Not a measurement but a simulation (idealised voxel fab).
You're looking at the process module voxel capacitor over wiring.
Xsec cut, 230 nm wide, square cell size 5 nm.
Each cross-section below is a grid of square cells, stated as bands in top-down order, with one or more rows of cells making up each band. Heads up on the band format: heights come first, top then bottom, in nm. After that it's the materials left to right, each with its width in nm. A single material flagged "full width" fills the whole band edge to edge, and "blank" means there's empty space there. Height 0 is the level under which the wafer as received is all one material. The lowest band goes on downwards, as in "0 down". So if you see something like "30->40" for the width, read it as the top row of the band sitting at the first number and the bottom row at the second, with every row in between moving by the same amount as the last. "changes: none" means the step left every cell of the cross-section as it was. Basically, "Sealed void listing" tells you about the enclosed voids: empty spaces with no open way to the top, 8 cells or bigger, each written width x height at distance, where distance is from the left edge, all in nm. If you see something after the settings on a step's line, that's the simulator's own remark about that step. overlay nm: step with mask; distance mask lay right of planned place; negative value = left of planned place.
These are the steps we planned for the process
| 1 | RECEIVE: material Si |
| 2 | CONFORMAL_DEP: material SiO2, thk nm 10 |
| 3 | CONFORMAL_DEP: material SiCN, thk nm 5 |
| 4 | DIRECTIONAL_DEP: material SiO2, thk nm 20 |
| 5 | DIRECTIONAL_DEP: material aC, thk nm 15 |
| 6 | PATTERN: tone open, mask id METAL_1, material resist, width nm 30, pitch nm 95, thk nm 35, overlay nm 0 |
| 7 | DIRECTIONAL_ETCH: etch materials aC, depth nm 15 |
| 8 | STRIP: etch materials resist |
| 9 | DIRECTIONAL_ETCH: etch materials SiO2, depth nm 20 |
| 10 | DIRECTIONAL_ETCH: etch materials SiCN, depth nm 5 |
| 11 | STRIP: etch materials aC |
| 12 | CONFORMAL_DEP: material TiN, thk nm 5 |
| 13 | FILL_DEP: material Ru, thk nm 5 |
| 14 | CMP: height nm 35 |
| 15 | CONFORMAL_DEP: material SiCN, thk nm 5 |
| 16 | DIRECTIONAL_DEP: material lowk, thk nm 15 |
| 17 | DIRECTIONAL_DEP: material aC, thk nm 10 |
| 18 | PATTERN: tone open, mask id PLUG_1, material resist, width nm 15, thk nm 30, overlay nm 0 |
| 19 | DIRECTIONAL_ETCH: etch materials aC, depth nm 10 |
| 20 | STRIP: etch materials resist |
| 21 | DIRECTIONAL_ETCH: etch materials lowk, depth nm 15 |
| 22 | DIRECTIONAL_ETCH: etch materials SiCN, depth nm 5 |
| 23 | STRIP: etch materials aC |
| 24 | EPI: material Ru, thk nm 10 |
| 25 | EPI: material Ru, thk nm 10 |
| 26 | DIRECTIONAL_DEP: material TiN, thk nm 10 |
| 27 | DIRECTIONAL_DEP: material SiN, thk nm 5 |
| 28 | DIRECTIONAL_DEP: material TiN, thk nm 10 |
| 29 | MASKED_ETCH: tone cover, mask id UPPER_PLATE, width nm 70, etch materials TiN, depth nm 10, overlay nm 0 |
| 30 | MASKED_ETCH: tone cover, mask id UPPER_PLATE, width nm 70, etch materials SiN, depth nm 5, overlay nm 0 |
| 31 | DIRECTIONAL_DEP: material aC, thk nm 10 |
| 32 | PATTERN: tone cover, mask id LOWER_PLATE, material resist, width nm 80, thk nm 25, overlay nm 0 |
| 33 | DIRECTIONAL_ETCH: etch materials aC, depth nm 10 |
| 34 | STRIP: etch materials resist |
| 35 | DIRECTIONAL_ETCH: etch materials TiN, depth nm 10 |
| 36 | STRIP: etch materials aC |
| 37 | FILL_DEP: material SiO2, thk nm 15 |
| 38 | CMP: height nm 90 |
| 39 | DIRECTIONAL_DEP: material aC, thk nm 15 |
| 40 | PATTERN: tone open, mask id PLUG_2, material resist, width nm 15, thk nm 35, overlay nm 0 |
| 41 | DIRECTIONAL_ETCH: etch materials aC, depth nm 15 |
| 42 | STRIP: etch materials resist |
| 43 | DIRECTIONAL_ETCH: etch materials SiO2, depth nm 10 |
| 44 | STRIP: etch materials aC |
| 45 | CONFORMAL_DEP: material TiN, thk nm 5 |
| 46 | FILL_DEP: material W, thk nm 5 |
| 47 | CMP: height nm 90 |
| 48 | CONFORMAL_DEP: material SiN, thk nm 5 |
Wafer as received: cross-section following step 1
  0 down: Si full width
  Sealed void listing: none
The first of the two wafers as seen in cross-section once the module was finished; processing followed the plan
  95 to 90: SiN full width
  90 to 85: 75 SiO2 / 5 TiN / 5 W / 5 TiN / 140 SiO2
  85 to 80: 75 SiO2 / 15 TiN / 140 SiO2
  80 to 70: 65 SiO2 / 70 TiN / 95 SiO2
  70 to 65: 65 SiO2 / 70 SiN / 95 SiO2
  65 to 55: 60 SiO2 / 80 TiN / 90 SiO2
  55 to 40: 65 lowk / 15 Ru / 150 lowk
  40 to 35: 65 SiCN / 15 Ru / 150 SiCN
  35 to 15: 50 SiO2 / 5 TiN / 20 Ru / 5 TiN / 65 SiO2 / 5 TiN / 20 Ru / 5 TiN / 55 SiO2
  15 to 10: 50 SiCN / 30 TiN / 65 SiCN / 30 TiN / 55 SiCN
  10 to 0: SiO2 full width
  0 down: Si full width
  Sealed void listing: none
Here is the second of the two wafers cut open at the end of the module - same start, same plan as the first one, but we made one mistake running it
  95 to 90: SiN full width
  90 to 85: 75 SiO2 / 5 TiN / 5 W / 5 TiN / 140 SiO2
  85 to 80: 75 SiO2 / 15 TiN / 140 SiO2
  80 to 70: 65 SiO2 / 15 TiN / 45 SiO2 / 10 TiN / 95 SiO2
  70 to 65: 65 SiO2 / 15 SiN / 45 SiO2 / 10 SiN / 95 SiO2
  65 to 60: 60 SiO2 / 20 TiN / 45 SiO2 / 15 TiN / 90 SiO2
  60 to 55: 60 SiO2 / 80 TiN / 90 SiO2
  55 to 50: 30 SiO2 / 35 Ru / 15 lowk / 45 TiN / 70 Ru / 35 SiO2
  50 to 45: 30 SiO2 / 35 Ru / 15 lowk / 45 SiN / 70 Ru / 35 SiO2
  45 to 40: 30 SiO2 / 35 Ru / 15 lowk / 45 TiN / 70 Ru / 35 SiO2
  40 to 35: 30 SiO2 / 35 Ru / 15 SiCN / 45 TiN / 70 Ru / 35 SiO2
  35 to 15: 50 SiO2 / 5 TiN / 20 Ru / 5 TiN / 65 SiO2 / 5 TiN / 20 Ru / 5 TiN / 55 SiO2
  15 to 10: 50 SiCN / 30 TiN / 65 SiCN / 30 TiN / 55 SiCN
  10 to 0: SiO2 full width
  0 down: Si full width
  Sealed void listing: none
Processing error: off-plan run, step 18, actual operation and settings PATTERN: tone cover, mask id PLUG_1, material resist, width nm 15, thk nm 30, overlay nm 0
Upon completion, the second wafer contains, in terms of cells, a greater or smaller amount of certain materials than the first wafer: Ru: 72 more | SiCN: 40 fewer | SiO2: 88 more | lowk: 120 fewer
